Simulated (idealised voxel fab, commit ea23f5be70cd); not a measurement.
The following is a process module called voxel wiring stack.
Pictured: cross-section cut, 170 nm wide, on a grid of 5 nm square cells.
If you're reading a cross-section in this doc, picture square cells in a grid; it comes to you as bands, top ones listed first down to the bottom, and a band can be one or more rows of cells.
First you get the band's top height and its bottom height, in nm, and then the materials it's made of, left to right, with each width in nm. If you see a single material with "everywhere", that one covers the band edge to edge. "blank" is empty space.
Heads up on the height convention: 0 is the point under which the incoming wafer is all one material, and the lowest band has no bottom, it just keeps going down, like "0 -> down".
Quick explanation for "30->40": the width changes in equal steps down the rows of cells, from the first number in the band's top row to the second number in its bottom row.
Given "no alteration" for a step, no cell of the cross-section differs between before and after that step.
Listed in "Sealed internal voids": every empty space of 8 or more cells without an open way to the top. Form: width x height at distance, the distance being from the left edge, all in nm.
Note: text after step settings on the step line = simulator remark on that step.
The line of a step may include "overlay nm". On a step with a mask, this value is how far to the right of its planned place the mask lay. A negative value means the mask lay to the left.

### List of planned process steps
| 1 | op RECEIVE | material Si |
| 2 | op CONFORMAL_DEP | material SiO2 | thk nm 15 |
| 3 | op CONFORMAL_DEP | material SiCN | thk nm 5 |
| 4 | op DIRECTIONAL_DEP | material lowk | thk nm 25 |
| 5 | op MASKED_ETCH | tone open | mask id METAL_1 | width nm 25 | pitch nm 55 | etch materials lowk | depth nm 25 | overlay nm 0 |
| 6 | op MASKED_ETCH | tone open | mask id METAL_1 | width nm 25 | pitch nm 55 | etch materials SiCN | depth nm 5 | overlay nm 0 |
| 7 | op CONFORMAL_DEP | material TiN | thk nm 5 |
| 8 | op FILL_DEP | material Ru | thk nm 10 |
| 9 | op CMP | height nm 45 |
| 10 | op CONFORMAL_DEP | material SiCN | thk nm 5 |
| 11 | op DIRECTIONAL_DEP | material SiO2 | thk nm 35 |
| 12 | op PATTERN | tone open | mask id METAL_2_HOLES | material resist | width nm 15 | pitch nm 55 | thk nm 15 | overlay nm 0 |
| 13 | op DIRECTIONAL_ETCH | etch materials SiO2 | depth nm 35 |
| 14 | op STRIP | etch materials resist |
| 15 | op DIRECTIONAL_DEP | material aC | thk nm 10 |
| 16 | op PATTERN | tone open | mask id METAL_2 | material resist | width nm 25 | pitch nm 55 | thk nm 30 | overlay nm 0 |
| 17 | op DIRECTIONAL_ETCH | etch materials aC | depth nm 10 |
| 18 | op STRIP | etch materials resist |
| 19 | op DIRECTIONAL_ETCH | etch materials SiO2 | depth nm 20 |
| 20 | op DIRECTIONAL_ETCH | etch materials SiCN | depth nm 5 |
| 21 | op STRIP | etch materials aC |
| 22 | op CONFORMAL_DEP | material TiN | thk nm 5 |
| 23 | op FILL_DEP | material Cu | thk nm 5 |
| 24 | op CMP | height nm 85 |
| 25 | op CONFORMAL_DEP | material SiCN | thk nm 5 |

### Wafer, first of two, run as planned

### Here's what the wafer looked like in cross-section when it arrived - that's after step 1
    0 -> down | Si everywhere
    Sealed internal voids: none

### How the wafer stands in section after step 2
    15 -> 0 | SiO2 everywhere
    At heights below 0, the structure remains unaltered.

### How the wafer stands in section after step 3
    20 -> 15 | SiCN everywhere
    At heights below 15, the structure remains unaltered.

### How the wafer stands in section after step 4
    45 -> 20 | lowk everywhere
    At heights below 20, the structure remains unaltered.

### How the wafer stands in section after step 5
    45 -> 20 | lowk=15 / blank=25 / lowk=30 / blank=25 / lowk=30 / blank=25 / lowk=20
    At heights below 20, the structure remains unaltered.

### How the wafer stands in section after step 6
    45 -> 20 | lowk=15 / blank=25 / lowk=30 / blank=25 / lowk=30 / blank=25 / lowk=20
    20 -> 15 | SiCN=15 / blank=25 / SiCN=30 / blank=25 / SiCN=30 / blank=25 / SiCN=20
    At heights below 15, the structure remains unaltered.

### How the wafer stands in section after step 7
    50 -> 45 | TiN=20 / blank=15 / TiN=40 / blank=15 / TiN=40 / blank=15 / TiN=25
    45 -> 20 | lowk=15 / TiN=5 / blank=15 / TiN=5 / lowk=30 / TiN=5 / blank=15 / TiN=5 / lowk=30 / TiN=5 / blank=15 / TiN=5 / lowk=20
    20 -> 15 | SiCN=15 / TiN=25 / SiCN=30 / TiN=25 / SiCN=30 / TiN=25 / SiCN=20
    At heights below 15, the structure remains unaltered.

### How the wafer stands in section after step 8
    60 -> 50 | Ru everywhere
    50 -> 45 | TiN=20 / Ru=15 / TiN=40 / Ru=15 / TiN=40 / Ru=15 / TiN=25
    45 -> 20 | lowk=15 / TiN=5 / Ru=15 / TiN=5 / lowk=30 / TiN=5 / Ru=15 / TiN=5 / lowk=30 / TiN=5 / Ru=15 / TiN=5 / lowk=20
    At heights below 20, the structure remains unaltered.

### How the wafer stands in section after step 9
    45 -> 20 | lowk=15 / TiN=5 / Ru=15 / TiN=5 / lowk=30 / TiN=5 / Ru=15 / TiN=5 / lowk=30 / TiN=5 / Ru=15 / TiN=5 / lowk=20
    At heights below 20, the structure remains unaltered.

### How the wafer stands in section after step 10
    50 -> 45 | SiCN everywhere
    At heights below 45, the structure remains unaltered.

### How the wafer stands in section after step 11
    85 -> 50 | SiO2 everywhere
    At heights below 50, the structure remains unaltered.

### How the wafer stands in section after step 12
    100 -> 85 | resist=15 / blank=15 / resist=40 / blank=15 / resist=40 / blank=15 / resist=30
    At heights below 85, the structure remains unaltered.

### How the wafer stands in section after step 13
    100 -> 85 | resist=15 / blank=15 / resist=40 / blank=15 / resist=40 / blank=15 / resist=30
    85 -> 50 | SiO2=15 / blank=15 / SiO2=40 / blank=15 / SiO2=40 / blank=15 / SiO2=30
    At heights below 50, the structure remains unaltered.

### How the wafer stands in section after step 14
    85 -> 50 | SiO2=15 / blank=15 / SiO2=40 / blank=15 / SiO2=40 / blank=15 / SiO2=30
    At heights below 50, the structure remains unaltered.

### How the wafer stands in section after step 15
    95 -> 85 | aC=15 / blank=15 / aC=40 / blank=15 / aC=40 / blank=15 / aC=30
    85 -> 60 | SiO2=15 / blank=15 / SiO2=40 / blank=15 / SiO2=40 / blank=15 / SiO2=30
    60 -> 50 | SiO2=15 / aC=15 / SiO2=40 / aC=15 / SiO2=40 / aC=15 / SiO2=30
    At heights below 50, the structure remains unaltered.

### How the wafer stands in section after step 16
    125 -> 95 | resist=15 / blank=25 / resist=30 / blank=25 / resist=30 / blank=25 / resist=20
    At heights below 95, the structure remains unaltered.

### How the wafer stands in section after step 17
    115 -> 95 | resist=15 / blank=25 / resist=30 / blank=25 / resist=30 / blank=25 / resist=20
    95 -> 85 | aC=15 / blank=25 / aC=30 / blank=25 / aC=30 / blank=25 / aC=20
    85 -> 50 | SiO2=15 / blank=15 / SiO2=40 / blank=15 / SiO2=40 / blank=15 / SiO2=30
    At heights below 50, the structure remains unaltered.

### How the wafer stands in section after step 18
    95 -> 85 | aC=15 / blank=25 / aC=30 / blank=25 / aC=30 / blank=25 / aC=20
    At heights below 85, the structure remains unaltered.

### How the wafer stands in section after step 19
    95 -> 85 | aC=15 / blank=25 / aC=30 / blank=25 / aC=30 / blank=25 / aC=20
    85 -> 65 | SiO2=15 / blank=25 / SiO2=30 / blank=25 / SiO2=30 / blank=25 / SiO2=20
    At heights below 65, the structure remains unaltered.

### How the wafer stands in section after step 20
    95 -> 85 | aC=15 / blank=25 / aC=30 / blank=25 / aC=30 / blank=25 / aC=20
    85 -> 65 | SiO2=15 / blank=25 / SiO2=30 / blank=25 / SiO2=30 / blank=25 / SiO2=20
    65 -> 50 | SiO2=15 / blank=15 / SiO2=40 / blank=15 / SiO2=40 / blank=15 / SiO2=30
    50 -> 45 | SiCN=15 / blank=15 / SiCN=40 / blank=15 / SiCN=40 / blank=15 / SiCN=30
    At heights below 45, the structure remains unaltered.

### How the wafer stands in section after step 21
    85 -> 65 | SiO2=15 / blank=25 / SiO2=30 / blank=25 / SiO2=30 / blank=25 / SiO2=20
    At heights below 65, the structure remains unaltered.

### How the wafer stands in section after step 22
    90 -> 85 | TiN=20 / blank=15 / TiN=40 / blank=15 / TiN=40 / blank=15 / TiN=25
    85 -> 70 | SiO2=15 / TiN=5 / blank=15 / TiN=5 / SiO2=30 / TiN=5 / blank=15 / TiN=5 / SiO2=30 / TiN=5 / blank=15 / TiN=5 / SiO2=20
    70 -> 65 | SiO2=15 / TiN=5 / blank=5 / TiN=15 / SiO2=30 / TiN=5 / blank=5 / TiN=15 / SiO2=30 / TiN=5 / blank=5 / TiN=15 / SiO2=20
    65 -> 50 | SiO2=15 / TiN=5 / blank=5 / TiN=5 / SiO2=40 / TiN=5 / blank=5 / TiN=5 / SiO2=40 / TiN=5 / blank=5 / TiN=5 / SiO2=30
    50 -> 45 | SiCN=15 / TiN=15 / SiCN=40 / TiN=15 / SiCN=40 / TiN=15 / SiCN=30
    At heights below 45, the structure remains unaltered.

### How the wafer stands in section after step 23
    95 -> 90 | Cu everywhere
    90 -> 85 | TiN=20 / Cu=15 / TiN=40 / Cu=15 / TiN=40 / Cu=15 / TiN=25
    85 -> 70 | SiO2=15 / TiN=5 / Cu=15 / TiN=5 / SiO2=30 / TiN=5 / Cu=15 / TiN=5 / SiO2=30 / TiN=5 / Cu=15 / TiN=5 / SiO2=20
    70 -> 65 | SiO2=15 / TiN=5 / Cu=5 / TiN=15 / SiO2=30 / TiN=5 / Cu=5 / TiN=15 / SiO2=30 / TiN=5 / Cu=5 / TiN=15 / SiO2=20
    65 -> 50 | SiO2=15 / TiN=5 / Cu=5 / TiN=5 / SiO2=40 / TiN=5 / Cu=5 / TiN=5 / SiO2=40 / TiN=5 / Cu=5 / TiN=5 / SiO2=30
    At heights below 50, the structure remains unaltered.

### How the wafer stands in section after step 24
    85 -> 70 | SiO2=15 / TiN=5 / Cu=15 / TiN=5 / SiO2=30 / TiN=5 / Cu=15 / TiN=5 / SiO2=30 / TiN=5 / Cu=15 / TiN=5 / SiO2=20
    At heights below 70, the structure remains unaltered.

### How the wafer stands in section after step 25
    90 -> 85 | SiCN everywhere
    At heights below 85, the structure remains unaltered.

### The second wafer was prepared from the same starting point and under the same plan as the first; its processing contained one mistake, and it remains indistinguishable from the first wafer up to and including step 11

### Cross-section of the second wafer at the time by which step 12 should have been completed according to the plan
    100 -> 85 | resist=25 / blank=15 / resist=40 / blank=15 / resist=40 / blank=15 / resist=20
    At heights below 85, the structure remains unaltered.

### Cross-section of the second wafer at the time by which step 13 should have been completed according to the plan
    100 -> 85 | resist=25 / blank=15 / resist=40 / blank=15 / resist=40 / blank=15 / resist=20
    85 -> 50 | SiO2=25 / blank=15 / SiO2=40 / blank=15 / SiO2=40 / blank=15 / SiO2=20
    At heights below 50, the structure remains unaltered.

### Cross-section of the second wafer at the time by which step 14 should have been completed according to the plan
    85 -> 50 | SiO2=25 / blank=15 / SiO2=40 / blank=15 / SiO2=40 / blank=15 / SiO2=20
    At heights below 50, the structure remains unaltered.

### Cross-section of the second wafer at the time by which step 15 should have been completed according to the plan
    95 -> 85 | aC=25 / blank=15 / aC=40 / blank=15 / aC=40 / blank=15 / aC=20
    85 -> 60 | SiO2=25 / blank=15 / SiO2=40 / blank=15 / SiO2=40 / blank=15 / SiO2=20
    60 -> 50 | SiO2=25 / aC=15 / SiO2=40 / aC=15 / SiO2=40 / aC=15 / SiO2=20
    At heights below 50, the structure remains unaltered.

### Cross-section of the second wafer at the time by which step 16 should have been completed according to the plan
    125 -> 95 | resist=15 / blank=25 / resist=30 / blank=25 / resist=30 / blank=25 / resist=20
    At heights below 95, the structure remains unaltered.

### Cross-section of the second wafer at the time by which step 17 should have been completed according to the plan
    115 -> 95 | resist=15 / blank=25 / resist=30 / blank=25 / resist=30 / blank=25 / resist=20
    95 -> 85 | aC=15 / blank=25 / aC=30 / blank=25 / aC=30 / blank=25 / aC=20
    85 -> 50 | SiO2=25 / blank=15 / SiO2=40 / blank=15 / SiO2=40 / blank=15 / SiO2=20
    At heights below 50, the structure remains unaltered.

### Cross-section of the second wafer at the time by which step 18 should have been completed according to the plan
    95 -> 85 | aC=15 / blank=25 / aC=30 / blank=25 / aC=30 / blank=25 / aC=20
    At heights below 85, the structure remains unaltered.

### Cross-section of the second wafer at the time by which step 19 should have been completed according to the plan
    95 -> 85 | aC=15 / blank=25 / aC=30 / blank=25 / aC=30 / blank=25 / aC=20
    85 -> 65 | SiO2=15 / blank=25 / SiO2=30 / blank=25 / SiO2=30 / blank=25 / SiO2=20
    At heights below 65, the structure remains unaltered.

### Cross-section of the second wafer at the time by which step 20 should have been completed according to the plan
    95 -> 85 | aC=15 / blank=25 / aC=30 / blank=25 / aC=30 / blank=25 / aC=20
    85 -> 65 | SiO2=15 / blank=25 / SiO2=30 / blank=25 / SiO2=30 / blank=25 / SiO2=20
    65 -> 50 | SiO2=25 / blank=15 / SiO2=40 / blank=15 / SiO2=40 / blank=15 / SiO2=20
    50 -> 45 | SiCN=25 / blank=15 / SiCN=40 / blank=15 / SiCN=40 / blank=15 / SiCN=20
    At heights below 45, the structure remains unaltered.

### Cross-section of the second wafer at the time by which step 21 should have been completed according to the plan
    85 -> 65 | SiO2=15 / blank=25 / SiO2=30 / blank=25 / SiO2=30 / blank=25 / SiO2=20
    At heights below 65, the structure remains unaltered.

### Cross-section of the second wafer at the time by which step 22 should have been completed according to the plan
    90 -> 85 | TiN=20 / blank=15 / TiN=40 / blank=15 / TiN=40 / blank=15 / TiN=25
    85 -> 70 | SiO2=15 / TiN=5 / blank=15 / TiN=5 / SiO2=30 / TiN=5 / blank=15 / TiN=5 / SiO2=30 / TiN=5 / blank=15 / TiN=5 / SiO2=20
    70 -> 65 | SiO2=15 / TiN=15 / blank=5 / TiN=5 / SiO2=30 / TiN=15 / blank=5 / TiN=5 / SiO2=30 / TiN=15 / blank=5 / TiN=5 / SiO2=20
    65 -> 50 | SiO2=25 / TiN=5 / blank=5 / TiN=5 / SiO2=40 / TiN=5 / blank=5 / TiN=5 / SiO2=40 / TiN=5 / blank=5 / TiN=5 / SiO2=20
    50 -> 45 | SiCN=25 / TiN=15 / SiCN=40 / TiN=15 / SiCN=40 / TiN=15 / SiCN=20
    At heights below 45, the structure remains unaltered.

### Cross-section of the second wafer at the time by which step 23 should have been completed according to the plan
    95 -> 90 | Cu everywhere
    90 -> 85 | TiN=20 / Cu=15 / TiN=40 / Cu=15 / TiN=40 / Cu=15 / TiN=25
    85 -> 70 | SiO2=15 / TiN=5 / Cu=15 / TiN=5 / SiO2=30 / TiN=5 / Cu=15 / TiN=5 / SiO2=30 / TiN=5 / Cu=15 / TiN=5 / SiO2=20
    70 -> 65 | SiO2=15 / TiN=15 / Cu=5 / TiN=5 / SiO2=30 / TiN=15 / Cu=5 / TiN=5 / SiO2=30 / TiN=15 / Cu=5 / TiN=5 / SiO2=20
    65 -> 50 | SiO2=25 / TiN=5 / Cu=5 / TiN=5 / SiO2=40 / TiN=5 / Cu=5 / TiN=5 / SiO2=40 / TiN=5 / Cu=5 / TiN=5 / SiO2=20
    At heights below 50, the structure remains unaltered.

### Cross-section of the second wafer at the time by which step 24 should have been completed according to the plan
    85 -> 70 | SiO2=15 / TiN=5 / Cu=15 / TiN=5 / SiO2=30 / TiN=5 / Cu=15 / TiN=5 / SiO2=30 / TiN=5 / Cu=15 / TiN=5 / SiO2=20
    At heights below 70, the structure remains unaltered.

### Cross-section of the second wafer at the time by which step 25 should have been completed according to the plan
    90 -> 85 | SiCN everywhere
    At heights below 85, the structure remains unaltered.
The mistake made against the process plan was this: planned and actual differ for step 12; actual: op PATTERN | tone open | mask id METAL_2_HOLES | material resist | width nm 15 | pitch nm 55 | thk nm 15 | overlay nm 10
Same inventory, different map: at the end, the second wafer holds as many cells of each material as the first, placed elsewhere.
